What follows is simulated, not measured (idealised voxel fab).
Module name: voxel double patterning (process module)
Cross-section cut: width 150 nm, square cells of 5 nm.
Cross-sections here: square-cell grids, written as top-down lists of bands, a band being one or more rows of cells.
Look at the band entry: it leads with the top's height and the bottom's height in nm. Then it lists the materials left to right, with a width in nm for each. The word "all across" on a single material says that material fills the band edge to edge. The word "empty" is empty space.
Counting heights begins at 0, where everything beneath is, in the wafer as received, one material. The lowest band has no bottom; it goes on downwards, as "0 and below" shows.
Graded width ("30->40"): value in top row of band = first number; value in bottom row = second number; row-to-row change constant.
Basically "nothing altered" means that step didn't change any cell in the cross-section.
Look at "Enclosed cavity list" for the closed voids: empty spaces with no open path to the top, sized 8 cells or up. Each is width x height at distance, distance from the left edge, all nm.
Text after the settings on a step's line: the simulator's own remark on that step.
overlay nm: how far to the right of its planned place the mask lay on this masked step (negative: to the left).

Intended process steps
- 1: RECEIVE, material Si
- 2: CONFORMAL_DEP, material SiO2, thk nm 10
- 3: DIRECTIONAL_DEP, material TiN, thk nm 10
- 4: DIRECTIONAL_DEP, material SiN, thk nm 5
- 5: MASKED_ETCH, tone open, mask id FIRST, width nm 15, pitch nm 50, etch materials SiN, depth nm 5, overlay nm 0
- 6: DIRECTIONAL_DEP, material aC, thk nm 15
- 7: PATTERN, tone open, mask id SECOND, material resist, width nm 15, pitch nm 50, thk nm 35, overlay nm 0
- 8: DIRECTIONAL_ETCH, etch materials aC, depth nm 15
- 9: STRIP, etch materials resist
- 10: DIRECTIONAL_ETCH, etch materials SiN, depth nm 5
- 11: STRIP, etch materials aC
- 12: DIRECTIONAL_ETCH, etch materials TiN, depth nm 10
- 13: STRIP, etch materials SiN

Account of the first of two wafers, which was processed as intended

Cross-sectional view of the wafer in its as-received condition, corresponding to the state after step 1
  0 and below = Si all across
  Enclosed cavity list: none

Wafer section view after processing step 2
  10 down to 0 = SiO2 all across
  Everything under 0 stays put, no change at all.

Wafer section view after processing step 3
  20 down to 10 = TiN all across
  Everything under 10 stays put, no change at all.

Wafer section view after processing step 4
  25 down to 20 = SiN all across
  Everything under 20 stays put, no change at all.

Wafer section view after processing step 5
  25 down to 20 = SiN 15 / empty 15 / SiN 35 / empty 15 / SiN 35 / empty 15 / SiN 20
  Everything under 20 stays put, no change at all.

Wafer section view after processing step 6
  40 down to 35 = aC 15 / empty 15 / aC 35 / empty 15 / aC 35 / empty 15 / aC 20
  35 down to 25 = aC all across
  25 down to 20 = SiN 15 / aC 15 / SiN 35 / aC 15 / SiN 35 / aC 15 / SiN 20
  Everything under 20 stays put, no change at all.

Wafer section view after processing step 7
  75 down to 40 = resist 40 / empty 15 / resist 35 / empty 15 / resist 45
  40 down to 35 = aC 15 / resist 15 / aC 35 / resist 15 / aC 35 / resist 15 / aC 20
  Everything under 35 stays put, no change at all.

Wafer section view after processing step 8
  60 down to 40 = resist 40 / empty 15 / resist 35 / empty 15 / resist 45
  40 down to 35 = aC 15 / resist 15 / aC 10 / empty 15 / aC 10 / resist 15 / aC 10 / empty 15 / aC 10 / resist 15 / aC 20
  35 down to 25 = aC 40 / empty 15 / aC 35 / empty 15 / aC 45
  Everything under 25 stays put, no change at all.

Wafer section view after processing step 9
  40 down to 35 = aC 15 / empty 15 / aC 10 / empty 15 / aC 10 / empty 15 / aC 10 / empty 15 / aC 10 / empty 15 / aC 20
  Everything under 35 stays put, no change at all.

Wafer section view after processing step 10
  40 down to 35 = aC 15 / empty 15 / aC 10 / empty 15 / aC 10 / empty 15 / aC 10 / empty 15 / aC 10 / empty 15 / aC 20
  35 down to 25 = aC 40 / empty 15 / aC 35 / empty 15 / aC 45
  25 down to 20 = SiN 15 / aC 15 / SiN 10 / empty 15 / SiN 10 / aC 15 / SiN 10 / empty 15 / SiN 10 / aC 15 / SiN 20
  Everything under 20 stays put, no change at all.

Wafer section view after processing step 11
  25 down to 20 = SiN 15 / empty 15 / SiN 10 / empty 15 / SiN 10 / empty 15 / SiN 10 / empty 15 / SiN 10 / empty 15 / SiN 20
  Everything under 20 stays put, no change at all.

Wafer section view after processing step 12
  25 down to 20 = SiN 15 / empty 15 / SiN 10 / empty 15 / SiN 10 / empty 15 / SiN 10 / empty 15 / SiN 10 / empty 15 / SiN 20
  20 down to 10 = TiN 15 / empty 15 / TiN 10 / empty 15 / TiN 10 / empty 15 / TiN 10 / empty 15 / TiN 10 / empty 15 / TiN 20
  Everything under 10 stays put, no change at all.

Wafer section view after processing step 13
  20 down to 10 = TiN 15 / empty 15 / TiN 10 / empty 15 / TiN 10 / empty 15 / TiN 10 / empty 15 / TiN 10 / empty 15 / TiN 20
  Everything under 10 stays put, no change at all.

For the second wafer, take the first wafer's start and plan, then add one mistake made in running it; everything through step 1, that step included, is shared with the first

Cross-sectional view of the second wafer at the intended end time of process step 2
  10 down to 0 = TiN all across
  Everything under 0 stays put, no change at all.

Cross-sectional view of the second wafer at the intended end time of process step 3
  20 down to 10 = SiO2 all across
  Everything under 10 stays put, no change at all.

Cross-sectional view of the second wafer at the intended end time of process step 4
  25 down to 20 = SiN all across
  Everything under 20 stays put, no change at all.

Cross-sectional view of the second wafer at the intended end time of process step 5
  25 down to 20 = SiN 15 / empty 15 / SiN 35 / empty 15 / SiN 35 / empty 15 / SiN 20
  Everything under 20 stays put, no change at all.

Cross-sectional view of the second wafer at the intended end time of process step 6
  40 down to 35 = aC 15 / empty 15 / aC 35 / empty 15 / aC 35 / empty 15 / aC 20
  35 down to 25 = aC all across
  25 down to 20 = SiN 15 / aC 15 / SiN 35 / aC 15 / SiN 35 / aC 15 / SiN 20
  Everything under 20 stays put, no change at all.

Cross-sectional view of the second wafer at the intended end time of process step 7
  75 down to 40 = resist 40 / empty 15 / resist 35 / empty 15 / resist 45
  40 down to 35 = aC 15 / resist 15 / aC 35 / resist 15 / aC 35 / resist 15 / aC 20
  Everything under 35 stays put, no change at all.

Cross-sectional view of the second wafer at the intended end time of process step 8
  60 down to 40 = resist 40 / empty 15 / resist 35 / empty 15 / resist 45
  40 down to 35 = aC 15 / resist 15 / aC 10 / empty 15 / aC 10 / resist 15 / aC 10 / empty 15 / aC 10 / resist 15 / aC 20
  35 down to 25 = aC 40 / empty 15 / aC 35 / empty 15 / aC 45
  Everything under 25 stays put, no change at all.

Cross-sectional view of the second wafer at the intended end time of process step 9
  40 down to 35 = aC 15 / empty 15 / aC 10 / empty 15 / aC 10 / empty 15 / aC 10 / empty 15 / aC 10 / empty 15 / aC 20
  Everything under 35 stays put, no change at all.

Cross-sectional view of the second wafer at the intended end time of process step 10
  40 down to 35 = aC 15 / empty 15 / aC 10 / empty 15 / aC 10 / empty 15 / aC 10 / empty 15 / aC 10 / empty 15 / aC 20
  35 down to 25 = aC 40 / empty 15 / aC 35 / empty 15 / aC 45
  25 down to 20 = SiN 15 / aC 15 / SiN 10 / empty 15 / SiN 10 / aC 15 / SiN 10 / empty 15 / SiN 10 / aC 15 / SiN 20
  Everything under 20 stays put, no change at all.

Cross-sectional view of the second wafer at the intended end time of process step 11
  25 down to 20 = SiN 15 / empty 15 / SiN 10 / empty 15 / SiN 10 / empty 15 / SiN 10 / empty 15 / SiN 10 / empty 15 / SiN 20
  Everything under 20 stays put, no change at all.

Cross-sectional view of the second wafer at the intended end time of process step 12: nothing altered

Cross-sectional view of the second wafer at the intended end time of process step 13
  20 down to 10 = SiO2 all across
  Everything under 10 stays put, no change at all.
What was the processing mistake? note: step 2 <-> step 3, run order reversed vs plan
Final cells, second wafer relative to first, materials higher or lower: TiN +30
